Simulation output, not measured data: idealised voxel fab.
A process module follows: voxel self aligned vias.
This is section cut - it's 185 nm across, gridded in 5 nm square cells.
For the purposes of this document, a cross-section shall be understood as a grid of square cells, specified as bands listed in top-to-bottom order, each band consisting of one or more rows of cells.
A band entry consists of two parts. The first gives the height of the band's top and the height of its bottom, in nm. The rest lists the band's materials from left to right, each with its width in nm. A single material labelled with the word "everywhere" fills the band from edge to edge, and the word "empty" marks empty space.
It should be noted that heights are counted from 0, beneath which the wafer as supplied is of one material throughout, and that the lowest band possesses no lower boundary but continues downward, as written in "0..down".
Note: "30..40" means the width goes from the first number (top row of the band) to the second number (bottom row) in equal steps per row of cells.
A step reported as "no modification" is a step in which no cell of the cross-section changed.
Closed-off voids of 8+ cells (no open route to the top) go in "Trapped voids", written width x height at distance from the left edge, in nm.
Past the settings on a step's line: simulator remark, on that step.
overlay nm: mask right of planned place by this much (step with mask). Neg. = left.

THE PROCESS STEPS THAT WERE PLANNED ARE LISTED BELOW
1) RECEIVE, material Si
2) CONFORMAL_DEP, material SiO2, thk nm 10
3) CONFORMAL_DEP, material SiCN, thk nm 5
4) DIRECTIONAL_DEP, material SiO2, thk nm 30
5) DIRECTIONAL_DEP, material aC, thk nm 10
6) PATTERN, tone open, mask id LINES, material resist, width nm 20, pitch nm 70, thk nm 30, overlay nm 0
7) DIRECTIONAL_ETCH, etch materials aC, depth nm 10
8) STRIP, etch materials resist
9) DIRECTIONAL_ETCH, etch materials SiO2, depth nm 30
10) STRIP, etch materials aC
11) CONFORMAL_DEP, material TiN, thk nm 5
12) FILL_DEP, material W, thk nm 10
13) CMP, height nm 45
14) SELECTIVE_ETCH, etch materials W Ru TiN, depth nm 10
15) FILL_DEP, material SiN, thk nm 10
16) CMP, height nm 45
17) DIRECTIONAL_DEP, material SiO2, thk nm 20
18) MASKED_ETCH, tone open, mask id VIAS, width nm 40, pitch nm 70, etch materials SiO2, depth nm 20, overlay nm 0
19) MASKED_ETCH, tone open, mask id VIAS, width nm 40, pitch nm 70, etch materials SiN, depth nm 10, overlay nm 0
20) CONFORMAL_DEP, material TiN, thk nm 5
21) FILL_DEP, material Cu, thk nm 10
22) CMP, height nm 65
23) CONFORMAL_DEP, material SiCN, thk nm 5

AS RECEIVED (POST STEP 1): CROSS-SECTION
	0..down: Si everywhere
	Trapped voids: none

END-OF-MODULE XS, FIRST OF TWO WAFERS, RUN AS PLANNED
	70..65: SiCN everywhere
	65..50: SiO2: 35 | TiN: 5 | Cu: 30 | TiN: 5 | SiO2: 30 | TiN: 5 | Cu: 30 | TiN: 5 | SiO2: 40
	50..40: SiO2: 35..45 | TiN: 15..5 | Cu: 10 | TiN: 15..5 | SiO2: 30..50 | TiN: 15..5 | Cu: 10 | TiN: 15..5 | SiO2: 40..50
	40..35: SiO2: 45 | TiN: 20 | SiO2: 50 | TiN: 20 | SiO2: 50
	35..20: SiO2: 45 | TiN: 5 | W: 10 | TiN: 5 | SiO2: 50 | TiN: 5 | W: 10 | TiN: 5 | SiO2: 50
	20..15: SiO2: 45 | TiN: 20 | SiO2: 50 | TiN: 20 | SiO2: 50
	15..10: SiCN everywhere
	10..0: SiO2 everywhere
	0..down: Si everywhere
	Trapped voids: none

SECOND WAFER CROSS-SECTION AT END OF MODULE - SHARED START AND PLAN WITH THE FIRST, ONE MISTAKE IN THE RUN
	70..65: SiCN everywhere
	65..50: SiO2: 35 | TiN: 5 | Cu: 30 | TiN: 5 | SiO2: 30 | TiN: 5 | Cu: 30 | TiN: 5 | SiO2: 40
	50..45: SiO2: 35 | TiN: 40 | SiO2: 30 | TiN: 40 | SiO2: 40
	45..40: SiCN everywhere
	40..0: SiO2 everywhere
	0..down: Si everywhere
	Trapped voids: none
Error vs. plan: transposition of steps 3 and 4 relative to the planned sequence
Materials where the second wafer ends with more or fewer cells than the first: 8 fewer of Cu | 48 more of SiO2 | 28 fewer of TiN | 12 fewer of W
